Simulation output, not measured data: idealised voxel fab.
process module | voxel transistor to metal
This is section cut - it's 215 nm across, gridded in 5 nm square cells.
The cross-sections in this document take the form of a grid made of square cells. They are written out as bands, in order from top to bottom. Each band consists of one or more rows of cells. Basically the band line says how high the top is and how high the bottom is, in nm, and then what's in it from left to right, every material with its width in nm. Empty space shows up as "air", and if a single material carries "throughout" it runs the full band edge to edge. Heads up on the height convention: 0 is the point under which the incoming wafer is all one material, and the lowest band has no bottom, it just keeps going down, like "0 and below". The width entry "30 to 40" should be interpreted row by row: the top row of cells in the band takes the first number, the bottom row takes the second number, and the change between adjacent rows is uniform throughout. "no modifications", as given for a step, is the statement that not any cell of the cross-section underwent a change during that step. So "Enclosed void listing" is basically the list of trapped voids: any empty space of 8 cells or more that can't reach the top through an opening. They're written width x height at distance, the distance being from the left edge, and it's all nm. Note: text after step settings on the step line = simulator remark on that step. overlay nm: for a step with a mask, the amount by which the mask lay right of where it was planned; a negative amount means left of it. The remainder of this document consists of a sequence of paired cross-sections. Each pair presents the cross-section prior to one process step together with the cross-section following it, the latter being rendered only as deep as the lowest band that underwent change. The intervening step, together with its settings, is stated beneath each pair. Because the pairs may originate from different runs of this module on the same starting wafer, a given pair is to be read as continuing from the preceding pair only where its entry headed "Before-step section" so indicates.
-- Before-step section
  60 down to 45 = 60 nm resist, 20 nm air, 55 nm resist, 20 nm air, 60 nm resist
  45 down to 30 = SiO2 throughout
  30 down to 15 = 85 nm SiO2, 5 nm SiN, 5 nm SiO2, 25 nm polySi, 5 nm SiO2, 5 nm SiN, 85 nm SiO2
  15 down to 10 = SiO2 throughout
  10 down to 0 = 50 nm SiO2, 115 nm SiN, 50 nm SiO2
  0 down to -5 = SiO2 throughout
  -5 down to -30 = 50 nm SiO2, 115 nm Si, 50 nm SiO2
  -30 and below = Si throughout
  Enclosed void listing: none
-- Post-Step Section View
  60 down to 45 = 60 nm resist, 20 nm air, 55 nm resist, 20 nm air, 60 nm resist
  45 down to 30 = 60 nm SiO2, 20 nm air, 55 nm SiO2, 20 nm air, 60 nm SiO2
  30 down to 15 = 60 nm SiO2, 20 nm air, 5 nm SiO2, 5 nm SiN, 5 nm SiO2, 25 nm polySi, 5 nm SiO2, 5 nm SiN, 5 nm SiO2, 20 nm air, 60 nm SiO2
  15 down to 10 = 60 nm SiO2, 20 nm air, 55 nm SiO2, 20 nm air, 60 nm SiO2
  Rest of section, below 10: as before.
  Enclosed void listing: none
Before/after cross-sections above; step in between: op DIRECTIONAL_ETCH | etch materials SiO2 | depth nm 40
Before-step section: starting point is the after cross-section of the pair just above.
-- Post-Step Section View
  45 down to 30 = 60 nm SiO2, 20 nm air, 55 nm SiO2, 20 nm air, 60 nm SiO2
  Rest of section, below 30: as before.
  Enclosed void listing: none
Before/after cross-sections above; step in between: op STRIP | etch materials resist
Before-step section: starting point is the after cross-section of the pair just above.
-- Post-Step Section View
  50 down to 45 = 65 nm TiN, 10 nm air, 65 nm TiN, 10 nm air, 65 nm TiN
  45 down to 30 = 60 nm SiO2, 5 nm TiN, 10 nm air, 5 nm TiN, 55 nm SiO2, 5 nm TiN, 10 nm air, 5 nm TiN, 60 nm SiO2
  30 down to 15 = 60 nm SiO2, 5 nm TiN, 10 nm air, 5 nm TiN, 5 nm SiO2, 5 nm SiN, 5 nm SiO2, 25 nm polySi, 5 nm SiO2, 5 nm SiN, 5 nm SiO2, 5 nm TiN, 10 nm air, 5 nm TiN, 60 nm SiO2
  15 down to 10 = 60 nm SiO2, 20 nm TiN, 55 nm SiO2, 20 nm TiN, 60 nm SiO2
  Rest of section, below 10: as before.
  Enclosed void listing: none
Before/after cross-sections above; step in between: op CONFORMAL_DEP | material TiN | thk nm 5
Before-step section: starting point is the after cross-section of the pair just above.
-- Post-Step Section View
  60 down to 50 = Ru throughout
  50 down to 45 = 65 nm TiN, 10 nm Ru, 65 nm TiN, 10 nm Ru, 65 nm TiN
  45 down to 30 = 60 nm SiO2, 5 nm TiN, 10 nm Ru, 5 nm TiN, 55 nm SiO2, 5 nm TiN, 10 nm Ru, 5 nm TiN, 60 nm SiO2
  30 down to 15 = 60 nm SiO2, 5 nm TiN, 10 nm Ru, 5 nm TiN, 5 nm SiO2, 5 nm SiN, 5 nm SiO2, 25 nm polySi, 5 nm SiO2, 5 nm SiN, 5 nm SiO2, 5 nm TiN, 10 nm Ru, 5 nm TiN, 60 nm SiO2
  Rest of section, below 15: as before.
  Enclosed void listing: none
Before/after cross-sections above; step in between: op FILL_DEP | material Ru | thk nm 10
Before-step section: starting point is the after cross-section of the pair just above.
-- Post-Step Section View
  45 down to 30 = 60 nm SiO2, 5 nm TiN, 10 nm Ru, 5 nm TiN, 55 nm SiO2, 5 nm TiN, 10 nm Ru, 5 nm TiN, 60 nm SiO2
  Rest of section, below 30: as before.
  Enclosed void listing: none
Before/after cross-sections above; step in between: op CMP | height nm 45
Before-step section: starting point is the after cross-section of the pair just above.
-- Post-Step Section View
  50 down to 45 = TiN throughout
  Rest of section, below 45: as before.
  Enclosed void listing: none
Before/after cross-sections above; step in between: op DIRECTIONAL_DEP | material TiN | thk nm 5
Before-step section: starting point is the after cross-section of the pair just above.
-- Post-Step Section View
  65 down to 50 = Ru throughout
  Rest of section, below 50: as before.
  Enclosed void listing: none
Before/after cross-sections above; step in between: op DIRECTIONAL_DEP | material Ru | thk nm 15
Before-step section: starting point is the after cross-section of the pair just above.
-- Post-Step Section View
  75 down to 65 = aC throughout
  Rest of section, below 65: as before.
  Enclosed void listing: none
Before/after cross-sections above; step in between: op DIRECTIONAL_DEP | material aC | thk nm 10
Before-step section: starting point is the after cross-section of the pair just above.
-- Post-Step Section View
  100 down to 75 = 60 nm air, 20 nm resist, 55 nm air, 20 nm resist, 60 nm air
  Rest of section, below 75: as before.
  Enclosed void listing: none
Before/after cross-sections above; step in between: op PATTERN | tone cover | mask id METAL_1 | material resist | width nm 20 | pitch nm 75 | thk nm 25 | overlay nm 0
Before-step section: starting point is the after cross-section of the pair just above.
-- Post-Step Section View
  90 down to 75 = 60 nm air, 20 nm resist, 55 nm air, 20 nm resist, 60 nm air
  75 down to 65 = 60 nm air, 20 nm aC, 55 nm air, 20 nm aC, 60 nm air
  Rest of section, below 65: as before.
  Enclosed void listing: none
Before/after cross-sections above; step in between: op DIRECTIONAL_ETCH | etch materials aC | depth nm 10
Before-step section: starting point is the after cross-section of the pair just above.
-- Post-Step Section View
  75 down to 65 = 60 nm air, 20 nm aC, 55 nm air, 20 nm aC, 60 nm air
  Rest of section, below 65: as before.
  Enclosed void listing: none
Before/after cross-sections above; step in between: op STRIP | etch materials resist
Before-step section: starting point is the after cross-section of the pair just above.
-- Post-Step Section View
  75 down to 65 = 60 nm air, 20 nm aC, 55 nm air, 20 nm aC, 60 nm air
  65 down to 50 = 60 nm air, 20 nm Ru, 55 nm air, 20 nm Ru, 60 nm air
  Rest of section, below 50: as before.
  Enclosed void listing: none
Before/after cross-sections above; step in between: op DIRECTIONAL_ETCH | etch materials Ru | depth nm 15
Before-step section: starting point is the after cross-section of the pair just above.
-- Post-Step Section View
  75 down to 65 = 60 nm air, 20 nm aC, 55 nm air, 20 nm aC, 60 nm air
  65 down to 50 = 60 nm air, 20 nm Ru, 55 nm air, 20 nm Ru, 60 nm air
  50 down to 45 = 60 nm air, 20 nm TiN, 55 nm air, 20 nm TiN, 60 nm air
  Rest of section, below 45: as before.
  Enclosed void listing: none
Before/after cross-sections above; step in between: op DIRECTIONAL_ETCH | etch materials TiN | depth nm 5
Before-step section: starting point is the after cross-section of the pair just above.
-- Post-Step Section View
  65 down to 50 = 60 nm air, 20 nm Ru, 55 nm air, 20 nm Ru, 60 nm air
  Rest of section, below 50: as before.
  Enclosed void listing: none
Before/after cross-sections above; step in between: op STRIP | etch materials aC
Before-step section: starting point is the after cross-section of the pair just above.
-- Post-Step Section View
  75 down to 65 = lowk throughout
  65 down to 50 = 60 nm lowk, 20 nm Ru, 55 nm lowk, 20 nm Ru, 60 nm lowk
  50 down to 45 = 60 nm lowk, 20 nm TiN, 55 nm lowk, 20 nm TiN, 60 nm lowk
  Rest of section, below 45: as before.
  Enclosed void listing: none
Before/after cross-sections above; step in between: op FILL_DEP | material lowk | thk nm 10
Before-step section: starting point is the after cross-section of the pair just above.
-- Post-Step Section View
  65 down to 50 = 60 nm lowk, 20 nm Ru, 55 nm lowk, 20 nm Ru, 60 nm lowk
  Rest of section, below 50: as before.
  Enclosed void listing: none
Before/after cross-sections above; step in between: op CMP | height nm 65
Before-step section: starting point is the after cross-section of the pair just above.
-- Post-Step Section View
  70 down to 65 = SiN throughout
  Rest of section, below 65: as before.
  Enclosed void listing: none
Before/after cross-sections above; step in between: op CONFORMAL_DEP | material SiN | thk nm 5
-- Before-step section
  30 down to 25 = 85 nm air, 5 nm SiN, 5 nm air, 25 nm SiCN, 5 nm air, 5 nm SiN, 85 nm air
  25 down to 15 = 85 nm air, 5 nm SiN, 5 nm SiO2, 25 nm SiCN, 5 nm SiO2, 5 nm SiN, 85 nm air
  15 down to 0 = 85 nm air, 5 nm SiN, 5 nm SiO2, 25 nm polySi, 5 nm SiO2, 5 nm SiN, 85 nm air
  0 down to -5 = 50 nm air, 5 nm SiN, 30 nm air, 5 nm SiN, 5 nm SiO2, 25 nm polySi, 5 nm SiO2, 5 nm SiN, 30 nm air, 5 nm SiN, 50 nm air
  -5 down to -10 = 55 nm SiO2, 30 nm air, 45 nm SiO2, 30 nm air, 55 nm SiO2
  -10 down to -25 = 50 nm SiO2, 5 nm Si, 30 nm air, 45 nm Si, 30 nm air, 5 nm Si, 50 nm SiO2
  -25 down to -30 = 50 nm SiO2, 115 nm Si, 50 nm SiO2
  -30 and below = Si throughout
  Enclosed void listing: none
-- Post-Step Section View
  30 down to 25 = 85 nm air, 5 nm SiN, 5 nm air, 25 nm SiCN, 5 nm air, 5 nm SiN, 85 nm air
  25 down to 15 = 85 nm air, 5 nm SiN, 5 nm SiO2, 25 nm SiCN, 5 nm SiO2, 5 nm SiN, 85 nm air
  15 down to 0 = 85 nm air, 5 nm SiN, 5 nm SiO2, 25 nm polySi, 5 nm SiO2, 5 nm SiN, 85 nm air
  0 down to -5 = 50 nm air, 5 nm SiN, 30 nm air, 5 nm SiN, 5 nm SiO2, 25 nm polySi, 5 nm SiO2, 5 nm SiN, 30 nm air, 5 nm SiN, 50 nm air
  -5 down to -10 = 55 nm SiO2, 30 nm air, 45 nm SiO2, 30 nm air, 55 nm SiO2
  -10 down to -30 = 50 nm SiO2, 5 nm Si, 30 nm air, 45 nm Si, 30 nm air, 5 nm Si, 50 nm SiO2
  -30 down to -40 = 55 nm Si, 30 nm air, 45 nm Si, 30 nm air, 55 nm Si
  Rest of section, below -40: as before.
  Enclosed void listing: none
Before/after cross-sections above; step in between: op DIRECTIONAL_ETCH | etch materials Si | depth nm 15
Before-step section: starting point is the after cross-section of the pair just above.
-- Post-Step Section View
  30 down to 25 = 85 nm air, 5 nm SiN, 5 nm air, 25 nm SiCN, 5 nm air, 5 nm SiN, 85 nm air
  25 down to 15 = 85 nm air, 5 nm SiN, 5 nm SiO2, 25 nm SiCN, 5 nm SiO2, 5 nm SiN, 85 nm air
  15 down to 5 = 85 nm air, 5 nm SiN, 5 nm SiO2, 25 nm polySi, 5 nm SiO2, 5 nm SiN, 85 nm air
  5 down to 0 = 50 nm air, 35 nm nSi, 5 nm SiN, 5 nm SiO2, 25 nm polySi, 5 nm SiO2, 5 nm SiN, 35 nm nSi, 50 nm air
  0 down to -5 = 50 nm air, 5 nm SiN, 30 nm nSi, 5 nm SiN, 5 nm SiO2, 25 nm polySi, 5 nm SiO2, 5 nm SiN, 30 nm nSi, 5 nm SiN, 50 nm air
  -5 down to -10 = 55 nm SiO2, 30 nm nSi, 45 nm SiO2, 30 nm nSi, 55 nm SiO2
  -10 down to -30 = 50 nm SiO2, 5 nm Si, 30 nm nSi, 45 nm Si, 30 nm nSi, 5 nm Si, 50 nm SiO2
  -30 down to -40 = 55 nm Si, 30 nm nSi, 45 nm Si, 30 nm nSi, 55 nm Si
  Rest of section, below -40: as before.
  Enclosed void listing: none
Before/after cross-sections above; step in between: op EPI | material nSi | thk nm 15
Before-step section: starting point is the after cross-section of the pair just above.
-- Post-Step Section View
  35 down to 30 = SiO2 throughout
  30 down to 15 = 85 nm SiO2, 5 nm SiN, 5 nm SiO2, 25 nm SiCN, 5 nm SiO2, 5 nm SiN, 85 nm SiO2
  15 down to 5 = 85 nm SiO2, 5 nm SiN, 5 nm SiO2, 25 nm polySi, 5 nm SiO2, 5 nm SiN, 85 nm SiO2
  5 down to 0 = 50 nm SiO2, 35 nm nSi, 5 nm SiN, 5 nm SiO2, 25 nm polySi, 5 nm SiO2, 5 nm SiN, 35 nm nSi, 50 nm SiO2
  0 down to -5 = 50 nm SiO2, 5 nm SiN, 30 nm nSi, 5 nm SiN, 5 nm SiO2, 25 nm polySi, 5 nm SiO2, 5 nm SiN, 30 nm nSi, 5 nm SiN, 50 nm SiO2
  Rest of section, below -5: as before.
  Enclosed void listing: none
Before/after cross-sections above; step in between: op FILL_DEP | material SiO2 | thk nm 5
Before-step section: starting point is the after cross-section of the pair just above.
-- Post-Step Section View
  30 down to 15 = 85 nm SiO2, 5 nm SiN, 5 nm SiO2, 25 nm SiCN, 5 nm SiO2, 5 nm SiN, 85 nm SiO2
  Rest of section, below 15: as before.
  Enclosed void listing: none
Before/after cross-sections above; step in between: op CMP | height nm 30
Before-step section: starting point is the after cross-section of the pair just above.
-- Post-Step Section View
  45 down to 30 = SiO2 throughout
  Rest of section, below 30: as before.
  Enclosed void listing: none
Before/after cross-sections above; step in between: op DIRECTIONAL_DEP | material SiO2 | thk nm 15
Before-step section: starting point is the after cross-section of the pair just above.
-- Post-Step Section View
  60 down to 45 = 60 nm resist, 20 nm air, 55 nm resist, 20 nm air, 60 nm resist
  Rest of section, below 45: as before.
  Enclosed void listing: none
Before/after cross-sections above; step in between: op PATTERN | tone open | mask id CONTACT | material resist | width nm 20 | pitch nm 75 | thk nm 15 | overlay nm 0
Before-step section: starting point is the after cross-section of the pair just above.
-- Post-Step Section View
  60 down to 45 = 60 nm resist, 20 nm air, 55 nm resist, 20 nm air, 60 nm resist
  45 down to 30 = 60 nm SiO2, 20 nm air, 55 nm SiO2, 20 nm air, 60 nm SiO2
  30 down to 15 = 60 nm SiO2, 20 nm air, 5 nm SiO2, 5 nm SiN, 5 nm SiO2, 25 nm SiCN, 5 nm SiO2, 5 nm SiN, 5 nm SiO2, 20 nm air, 60 nm SiO2
  15 down to 5 = 60 nm SiO2, 20 nm air, 5 nm SiO2, 5 nm SiN, 5 nm SiO2, 25 nm polySi, 5 nm SiO2, 5 nm SiN, 5 nm SiO2, 20 nm air, 60 nm SiO2
  Rest of section, below 5: as before.
  Enclosed void listing: none
Before/after cross-sections above; step in between: op DIRECTIONAL_ETCH | etch materials SiO2 | depth nm 40
Before-step section: starting point is the after cross-section of the pair just above.
-- Post-Step Section View
  45 down to 30 = 60 nm SiO2, 20 nm air, 55 nm SiO2, 20 nm air, 60 nm SiO2
  Rest of section, below 30: as before.
  Enclosed void listing: none
Before/after cross-sections above; step in between: op STRIP | etch materials resist
Before-step section: starting point is the after cross-section of the pair just above.
-- Post-Step Section View
  50 down to 45 = 65 nm TiN, 10 nm air, 65 nm TiN, 10 nm air, 65 nm TiN
  45 down to 30 = 60 nm SiO2, 5 nm TiN, 10 nm air, 5 nm TiN, 55 nm SiO2, 5 nm TiN, 10 nm air, 5 nm TiN, 60 nm SiO2
  30 down to 15 = 60 nm SiO2, 5 nm TiN, 10 nm air, 5 nm TiN, 5 nm SiO2, 5 nm SiN, 5 nm SiO2, 25 nm SiCN, 5 nm SiO2, 5 nm SiN, 5 nm SiO2, 5 nm TiN, 10 nm air, 5 nm TiN, 60 nm SiO2
  15 down to 10 = 60 nm SiO2, 5 nm TiN, 10 nm air, 5 nm TiN, 5 nm SiO2, 5 nm SiN, 5 nm SiO2, 25 nm polySi, 5 nm SiO2, 5 nm SiN, 5 nm SiO2, 5 nm TiN, 10 nm air, 5 nm TiN, 60 nm SiO2
  10 down to 5 = 60 nm SiO2, 20 nm TiN, 5 nm SiO2, 5 nm SiN, 5 nm SiO2, 25 nm polySi, 5 nm SiO2, 5 nm SiN, 5 nm SiO2, 20 nm TiN, 60 nm SiO2
  Rest of section, below 5: as before.
  Enclosed void listing: none
Before/after cross-sections above; step in between: op CONFORMAL_DEP | material TiN | thk nm 5
Before-step section: starting point is the after cross-section of the pair just above.
-- Post-Step Section View
  60 down to 50 = Ru throughout
  50 down to 45 = 65 nm TiN, 10 nm Ru, 65 nm TiN, 10 nm Ru, 65 nm TiN
  45 down to 30 = 60 nm SiO2, 5 nm TiN, 10 nm Ru, 5 nm TiN, 55 nm SiO2, 5 nm TiN, 10 nm Ru, 5 nm TiN, 60 nm SiO2
  30 down to 15 = 60 nm SiO2, 5 nm TiN, 10 nm Ru, 5 nm TiN, 5 nm SiO2, 5 nm SiN, 5 nm SiO2, 25 nm SiCN, 5 nm SiO2, 5 nm SiN, 5 nm SiO2, 5 nm TiN, 10 nm Ru, 5 nm TiN, 60 nm SiO2
  15 down to 10 = 60 nm SiO2, 5 nm TiN, 10 nm Ru, 5 nm TiN, 5 nm SiO2, 5 nm SiN, 5 nm SiO2, 25 nm polySi, 5 nm SiO2, 5 nm SiN, 5 nm SiO2, 5 nm TiN, 10 nm Ru, 5 nm TiN, 60 nm SiO2
  Rest of section, below 10: as before.
  Enclosed void listing: none
Before/after cross-sections above; step in between: op FILL_DEP | material Ru | thk nm 10
Before-step section: starting point is the after cross-section of the pair just above.
-- Post-Step Section View
  45 down to 30 = 60 nm SiO2, 5 nm TiN, 10 nm Ru, 5 nm TiN, 55 nm SiO2, 5 nm TiN, 10 nm Ru, 5 nm TiN, 60 nm SiO2
  Rest of section, below 30: as before.
  Enclosed void listing: none
Before/after cross-sections above; step in between: op CMP | height nm 45
Before-step section: starting point is the after cross-section of the pair just above.
-- Post-Step Section View
  50 down to 45 = TiN throughout
  Rest of section, below 45: as before.
  Enclosed void listing: none
Before/after cross-sections above; step in between: op DIRECTIONAL_DEP | material TiN | thk nm 5
Before-step section: starting point is the after cross-section of the pair just above.
-- Post-Step Section View
  65 down to 50 = Ru throughout
  Rest of section, below 50: as before.
  Enclosed void listing: none
Before/after cross-sections above; step in between: op DIRECTIONAL_DEP | material Ru | thk nm 15
Before-step section: starting point is the after cross-section of the pair just above.
-- Post-Step Section View
  75 down to 65 = aC throughout
  Rest of section, below 65: as before.
  Enclosed void listing: none
Before/after cross-sections above; step in between: op DIRECTIONAL_DEP | material aC | thk nm 10
Before-step section: starting point is the after cross-section of the pair just above.
-- Post-Step Section View
  100 down to 75 = 60 nm air, 20 nm resist, 55 nm air, 20 nm resist, 60 nm air
  Rest of section, below 75: as before.
  Enclosed void listing: none
Before/after cross-sections above; step in between: op PATTERN | tone cover | mask id METAL_1 | material resist | width nm 20 | pitch nm 75 | thk nm 25 | overlay nm 0
Before-step section: starting point is the after cross-section of the pair just above.
-- Post-Step Section View
  90 down to 75 = 60 nm air, 20 nm resist, 55 nm air, 20 nm resist, 60 nm air
  75 down to 65 = 60 nm air, 20 nm aC, 55 nm air, 20 nm aC, 60 nm air
  Rest of section, below 65: as before.
  Enclosed void listing: none
Before/after cross-sections above; step in between: op DIRECTIONAL_ETCH | etch materials aC | depth nm 10
Before-step section: starting point is the after cross-section of the pair just above.
-- Post-Step Section View
  75 down to 65 = 60 nm air, 20 nm aC, 55 nm air, 20 nm aC, 60 nm air
  Rest of section, below 65: as before.
  Enclosed void listing: none
Before/after cross-sections above; step in between: op STRIP | etch materials resist
Before-step section: starting point is the after cross-section of the pair just above.
-- Post-Step Section View
  75 down to 65 = 60 nm air, 20 nm aC, 55 nm air, 20 nm aC, 60 nm air
  65 down to 50 = 60 nm air, 20 nm Ru, 55 nm air, 20 nm Ru, 60 nm air
  Rest of section, below 50: as before.
  Enclosed void listing: none
Before/after cross-sections above; step in between: op DIRECTIONAL_ETCH | etch materials Ru | depth nm 15
Before-step section: starting point is the after cross-section of the pair just above.
-- Post-Step Section View
  75 down to 65 = 60 nm air, 20 nm aC, 55 nm air, 20 nm aC, 60 nm air
  65 down to 50 = 60 nm air, 20 nm Ru, 55 nm air, 20 nm Ru, 60 nm air
  50 down to 45 = 60 nm air, 20 nm TiN, 55 nm air, 20 nm TiN, 60 nm air
  Rest of section, below 45: as before.
  Enclosed void listing: none
Before/after cross-sections above; step in between: op DIRECTIONAL_ETCH | etch materials TiN | depth nm 5
Before-step section: starting point is the after cross-section of the pair just above.
-- Post-Step Section View
  65 down to 50 = 60 nm air, 20 nm Ru, 55 nm air, 20 nm Ru, 60 nm air
  Rest of section, below 50: as before.
  Enclosed void listing: none
Before/after cross-sections above; step in between: op STRIP | etch materials aC
Before-step section: starting point is the after cross-section of the pair just above.
-- Post-Step Section View
  75 down to 65 = lowk throughout
  65 down to 50 = 60 nm lowk, 20 nm Ru, 55 nm lowk, 20 nm Ru, 60 nm lowk
  50 down to 45 = 60 nm lowk, 20 nm TiN, 55 nm lowk, 20 nm TiN, 60 nm lowk
  Rest of section, below 45: as before.
  Enclosed void listing: none
Before/after cross-sections above; step in between: op FILL_DEP | material lowk | thk nm 10
Before-step section: starting point is the after cross-section of the pair just above.
-- Post-Step Section View
  65 down to 50 = 60 nm lowk, 20 nm Ru, 55 nm lowk, 20 nm Ru, 60 nm lowk
  Rest of section, below 50: as before.
  Enclosed void listing: none
Before/after cross-sections above; step in between: op CMP | height nm 65
Before-step section: starting point is the after cross-section of the pair just above.
-- Post-Step Section View
  70 down to 65 = SiN throughout
  Rest of section, below 65: as before.
  Enclosed void listing: none
Before/after cross-sections above; step in between: op CONFORMAL_DEP | material SiN | thk nm 5
-- Before-step section
  45 down to 30 = 60 nm SiO2, 5 nm TiN, 10 nm Ru, 5 nm TiN, 55 nm SiO2, 5 nm TiN, 10 nm Ru, 5 nm TiN, 60 nm SiO2
  30 down to 15 = 60 nm SiO2, 5 nm TiN, 10 nm Ru, 5 nm TiN, 5 nm SiO2, 5 nm SiN, 5 nm SiO2, 25 nm SiCN, 5 nm SiO2, 5 nm SiN, 5 nm SiO2, 5 nm TiN, 10 nm Ru, 5 nm TiN, 60 nm SiO2
  15 down to 10 = 60 nm SiO2, 5 nm TiN, 10 nm Ru, 5 nm TiN, 5 nm SiO2, 5 nm SiN, 5 nm SiO2, 25 nm polySi, 5 nm SiO2, 5 nm SiN, 5 nm SiO2, 5 nm TiN, 10 nm Ru, 5 nm TiN, 60 nm SiO2
  10 down to 5 = 60 nm SiO2, 20 nm TiN, 5 nm SiO2, 5 nm SiN, 5 nm SiO2, 25 nm polySi, 5 nm SiO2, 5 nm SiN, 5 nm SiO2, 20 nm TiN, 60 nm SiO2
  5 down to 0 = 50 nm SiO2, 35 nm nSi, 5 nm SiN, 5 nm SiO2, 25 nm polySi, 5 nm SiO2, 5 nm SiN, 35 nm nSi, 50 nm SiO2
  0 down to -5 = 50 nm SiO2, 5 nm SiN, 30 nm nSi, 5 nm SiN, 5 nm SiO2, 25 nm polySi, 5 nm SiO2, 5 nm SiN, 30 nm nSi, 5 nm SiN, 50 nm SiO2
  -5 down to -10 = 55 nm SiO2, 30 nm nSi, 45 nm SiO2, 30 nm nSi, 55 nm SiO2
  -10 down to -25 = 50 nm SiO2, 5 nm Si, 30 nm nSi, 45 nm Si, 30 nm nSi, 5 nm Si, 50 nm SiO2
  -25 down to -30 = 50 nm SiO2, 115 nm Si, 50 nm SiO2
  -30 and below = Si throughout
  Enclosed void listing: none
-- Post-Step Section View
  60 down to 45 = Ru throughout
  Rest of section, below 45: as before.
  Enclosed void listing: none
Before/after cross-sections above; step in between: op DIRECTIONAL_DEP | material Ru | thk nm 15
Before-step section: starting point is the after cross-section of the pair just above.
-- Post-Step Section View
  65 down to 60 = TiN throughout
  Rest of section, below 60: as before.
  Enclosed void listing: none
Before/after cross-sections above; step in between: op DIRECTIONAL_DEP | material TiN | thk nm 5
Before-step section: starting point is the after cross-section of the pair just above.
-- Post-Step Section View
  75 down to 65 = aC throughout
  Rest of section, below 65: as before.
  Enclosed void listing: none
Before/after cross-sections above; step in between: op DIRECTIONAL_DEP | material aC | thk nm 10
Before-step section: starting point is the after cross-section of the pair just above.
-- Post-Step Section View
  100 down to 75 = 60 nm air, 20 nm resist, 55 nm air, 20 nm resist, 60 nm air
  Rest of section, below 75: as before.
  Enclosed void listing: none
Before/after cross-sections above; step in between: op PATTERN | tone cover | mask id METAL_1 | material resist | width nm 20 | pitch nm 75 | thk nm 25 | overlay nm 0
Before-step section: starting point is the after cross-section of the pair just above.
-- Post-Step Section View
  90 down to 75 = 60 nm air, 20 nm resist, 55 nm air, 20 nm resist, 60 nm air
  75 down to 65 = 60 nm air, 20 nm aC, 55 nm air, 20 nm aC, 60 nm air
  Rest of section, below 65: as before.
  Enclosed void listing: none
Before/after cross-sections above; step in between: op DIRECTIONAL_ETCH | etch materials aC | depth nm 10
Before-step section: starting point is the after cross-section of the pair just above.
-- Post-Step Section View
  75 down to 65 = 60 nm air, 20 nm aC, 55 nm air, 20 nm aC, 60 nm air
  Rest of section, below 65: as before.
  Enclosed void listing: none
Before/after cross-sections above; step in between: op STRIP | etch materials resist
Before-step section: starting point is the after cross-section of the pair just above.
-- Post-Step Section View
  75 down to 65 = 60 nm air, 20 nm aC, 55 nm air, 20 nm aC, 60 nm air
  65 down to 60 = 60 nm air, 20 nm TiN, 55 nm air, 20 nm TiN, 60 nm air
  Rest of section, below 60: as before.
  Enclosed void listing: none
Before/after cross-sections above; step in between: op DIRECTIONAL_ETCH | etch materials TiN | depth nm 5
Before-step section: starting point is the after cross-section of the pair just above.
-- Post-Step Section View
  65 down to 60 = 60 nm air, 20 nm TiN, 55 nm air, 20 nm TiN, 60 nm air
  Rest of section, below 60: as before.
  Enclosed void listing: none
Before/after cross-sections above; step in between: op STRIP | etch materials aC
Before-step section: starting point is the after cross-section of the pair just above.
-- Post-Step Section View
  75 down to 65 = lowk throughout
  65 down to 60 = 60 nm lowk, 20 nm TiN, 55 nm lowk, 20 nm TiN, 60 nm lowk
  Rest of section, below 60: as before.
  Enclosed void listing: none
Before/after cross-sections above; step in between: op FILL_DEP | material lowk | thk nm 10
Before-step section: starting point is the after cross-section of the pair just above.
-- Post-Step Section View
  65 down to 60 = 60 nm lowk, 20 nm TiN, 55 nm lowk, 20 nm TiN, 60 nm lowk
  Rest of section, below 60: as before.
  Enclosed void listing: none
Before/after cross-sections above; step in between: op CMP | height nm 65
Before-step section: starting point is the after cross-section of the pair just above.
-- Post-Step Section View
  70 down to 65 = SiN throughout
  Rest of section, below 65: as before.
  Enclosed void listing: none
Before/after cross-sections above; step in between: op CONFORMAL_DEP | material SiN | thk nm 5
-- Before-step section
  60 down to 50 = Ru throughout
  50 down to 45 = 65 nm TiN, 10 nm Ru, 65 nm TiN, 10 nm Ru, 65 nm TiN
  45 down to 30 = 60 nm SiO2, 5 nm TiN, 10 nm Ru, 5 nm TiN, 55 nm SiO2, 5 nm TiN, 10 nm Ru, 5 nm TiN, 60 nm SiO2
  30 down to 15 = 60 nm SiO2, 5 nm TiN, 10 nm Ru, 5 nm TiN, 5 nm SiO2, 5 nm SiN, 5 nm SiO2, 25 nm SiCN, 5 nm SiO2, 5 nm SiN, 5 nm SiO2, 5 nm TiN, 10 nm Ru, 5 nm TiN, 60 nm SiO2
  15 down to 10 = 60 nm SiO2, 5 nm TiN, 10 nm Ru, 5 nm TiN, 5 nm SiO2, 5 nm SiN, 5 nm SiO2, 25 nm polySi, 5 nm SiO2, 5 nm SiN, 5 nm SiO2, 5 nm TiN, 10 nm Ru, 5 nm TiN, 60 nm SiO2
  10 down to 5 = 60 nm SiO2, 20 nm TiN, 5 nm SiO2, 5 nm SiN, 5 nm SiO2, 25 nm polySi, 5 nm SiO2, 5 nm SiN, 5 nm SiO2, 20 nm TiN, 60 nm SiO2
  5 down to 0 = 50 nm SiO2, 35 nm nSi, 5 nm SiN, 5 nm SiO2, 25 nm polySi, 5 nm SiO2, 5 nm SiN, 35 nm nSi, 50 nm SiO2
  0 down to -5 = 50 nm SiO2, 5 nm SiN, 30 nm nSi, 5 nm SiN, 5 nm SiO2, 25 nm polySi, 5 nm SiO2, 5 nm SiN, 30 nm nSi, 5 nm SiN, 50 nm SiO2
  -5 down to -10 = 55 nm SiO2, 30 nm nSi, 45 nm SiO2, 30 nm nSi, 55 nm SiO2
  -10 down to -25 = 50 nm SiO2, 5 nm Si, 30 nm nSi, 45 nm Si, 30 nm nSi, 5 nm Si, 50 nm SiO2
  -25 down to -30 = 50 nm SiO2, 115 nm Si, 50 nm SiO2
  -30 and below = Si throughout
  Enclosed void listing: none
-- Post-Step Section View
  40 down to 30 = 60 nm SiO2, 5 nm TiN, 10 nm Ru, 5 nm TiN, 55 nm SiO2, 5 nm TiN, 10 nm Ru, 5 nm TiN, 60 nm SiO2
  Rest of section, below 30: as before.
  Enclosed void listing: none
Before/after cross-sections above; step in between: op CMP | height nm 40
Before-step section: starting point is the after cross-section of the pair just above.
-- Post-Step Section View
  45 down to 40 = TiN throughout
  Rest of section, below 40: as before.
  Enclosed void listing: none
Before/after cross-sections above; step in between: op DIRECTIONAL_DEP | material TiN | thk nm 5
Before-step section: starting point is the after cross-section of the pair just above.
-- Post-Step Section View
  60 down to 45 = Ru throughout
  Rest of section, below 45: as before.
  Enclosed void listing: none
Before/after cross-sections above; step in between: op DIRECTIONAL_DEP | material Ru | thk nm 15
Before-step section: starting point is the after cross-section of the pair just above.
-- Post-Step Section View
  70 down to 60 = aC throughout
  Rest of section, below 60: as before.
  Enclosed void listing: none
Before/after cross-sections above; step in between: op DIRECTIONAL_DEP | material aC | thk nm 10
Before-step section: starting point is the after cross-section of the pair just above.
-- Post-Step Section View
  95 down to 70 = 60 nm air, 20 nm resist, 55 nm air, 20 nm resist, 60 nm air
  Rest of section, below 70: as before.
  Enclosed void listing: none
Before/after cross-sections above; step in between: op PATTERN | tone cover | mask id METAL_1 | material resist | width nm 20 | pitch nm 75 | thk nm 25 | overlay nm 0
